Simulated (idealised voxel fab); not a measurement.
Process module heading - voxel self aligned contacts
Displayed cross-section: cut, width of 215 nm, square cells sized 5 nm.
Reading order for cross-sections: top band down to bottom band. Underlying form: a grid of square cells. Band size: one or more rows of cells. Quick guide to a band line: top height, bottom height (nm) up front; then every material left to right with its width in nm. Only one material and it's marked "edge to edge"? Then it fills the band edge to edge. And "blank" just means empty space. Convention: height 0 is the level below which the wafer, as received, is all one material. The lowest band does not terminate at the bottom but continues downward, represented as "top 0, no bottom". A two-number width, for instance "30 to 40", indicates that the width is equal to the first number in the top row of the band and to the second number in the bottom row, and that it changes by a constant amount per row of cells. "all unchanged" -> step changed no cross-section cell. Closed empty spaces (no open way to the top) of 8 cells or more are what "Entrapped void list" lists, each as width x height at distance from the left edge, nm for all three. On each step's line, the part that comes after the settings is the simulator's own comment on the step. overlay nm, on a step with a mask: how far to the right of its planned place the mask lay; to the left if negative.
-- Set out below are the planned steps of the process
step 1: op RECEIVE | material Si
step 2: op CONFORMAL_DEP | material SiO2 | thk nm 5
step 3: op DIRECTIONAL_DEP | material polySi | thk nm 20
step 4: op DIRECTIONAL_DEP | material SiN | thk nm 25
step 5: op PATTERN | tone cover | mask id GATE | material resist | width nm 35 | pitch nm 75 | thk nm 15 | overlay nm 0
step 6: op DIRECTIONAL_ETCH | etch materials SiN | depth nm 25
step 7: op DIRECTIONAL_ETCH | etch materials polySi | depth nm 20
step 8: op STRIP | etch materials resist
step 9: op CONFORMAL_DEP | material SiN | thk nm 10
step 10: op DIRECTIONAL_ETCH | etch materials SiN | depth nm 10
step 11: op FILL_DEP | material SiO2 | thk nm 20
step 12: op CMP | height nm 60
step 13: op DIRECTIONAL_DEP | material aC | thk nm 10
step 14: op PATTERN | tone open | mask id CONTACT | material resist | width nm 50 | pitch nm 75 | thk nm 25 | overlay nm 0
step 15: op DIRECTIONAL_ETCH | etch materials aC | depth nm 10
step 16: op STRIP | etch materials resist
step 17: op DIRECTIONAL_ETCH | etch materials SiO2 | depth nm 60
step 18: op STRIP | etch materials aC
step 19: op CONFORMAL_DEP | material TiN | thk nm 5
step 20: op FILL_DEP | material Ru | thk nm 10
step 21: op CMP | height nm 60
step 22: op CONFORMAL_DEP | material SiCN | thk nm 5
-- Wafer as received: cross-section following step 1
- top 0, no bottom = Si edge to edge
- Entrapped void list: none
-- Cross-section: first of two wafers, module finished, run according to plan
- top 65, bottom 60 = SiCN edge to edge
- top 60, bottom 50 = 45 nm SiO2  5 to 20 nm TiN  40 to 10 nm Ru  5 to 20 nm TiN  25 nm SiO2  5 to 20 nm TiN  40 to 10 nm Ru  5 to 20 nm TiN  45 nm SiO2
- top 50, bottom 25 = 5 nm SiO2  55 nm SiN  5 nm TiN  10 nm Ru  5 nm TiN  55 nm SiN  5 nm TiN  10 nm Ru  5 nm TiN  55 nm SiN  5 nm SiO2
- top 25, bottom 5 = 5 nm SiO2  10 nm SiN  35 nm polySi  10 nm SiN  5 nm TiN  10 nm Ru  5 nm TiN  10 nm SiN  35 nm polySi  10 nm SiN  5 nm TiN  10 nm Ru  5 nm TiN  10 nm SiN  35 nm polySi  10 nm SiN  5 nm SiO2
- top 5, bottom 0 = 60 nm SiO2  20 nm TiN  55 nm SiO2  20 nm TiN  60 nm SiO2
- top 0, no bottom = Si edge to edge
- Entrapped void list: none
-- Wafer two cross-section, module end. Start and plan unchanged from wafer one; one mistake made during the run
- top 65, bottom 60 = SiCN edge to edge
- top 60, bottom 45 = 45 nm SiO2  5 nm TiN  40 nm Ru  5 nm TiN  25 nm SiO2  5 nm TiN  40 nm Ru  5 nm TiN  45 nm SiO2
- top 45, bottom 40 = 45 nm SiO2  10 nm TiN  30 nm Ru  10 nm TiN  25 nm SiO2  10 nm TiN  30 nm Ru  10 nm TiN  45 nm SiO2
- top 40, bottom 25 = 15 nm SiO2  35 nm SiN  5 nm TiN  30 nm Ru  5 nm TiN  35 nm SiN  5 nm TiN  30 nm Ru  5 nm TiN  35 nm SiN  15 nm SiO2
- top 25, bottom 5 = 15 nm SiO2  35 nm polySi  5 nm TiN  30 nm Ru  5 nm TiN  35 nm polySi  5 nm TiN  30 nm Ru  5 nm TiN  35 nm polySi  15 nm SiO2
- top 5, bottom 0 = 50 nm SiO2  40 nm TiN  35 nm SiO2  40 nm TiN  50 nm SiO2
- top 0, no bottom = Si edge to edge
- Entrapped void list: none
Deviation noted in wafer processing: plan step 9 never ran because it was skipped
The second wafer ends with more or fewer cells of some materials than the first, per final count: Ru: 88 more; SiN: 150 fewer; SiO2: 62 more
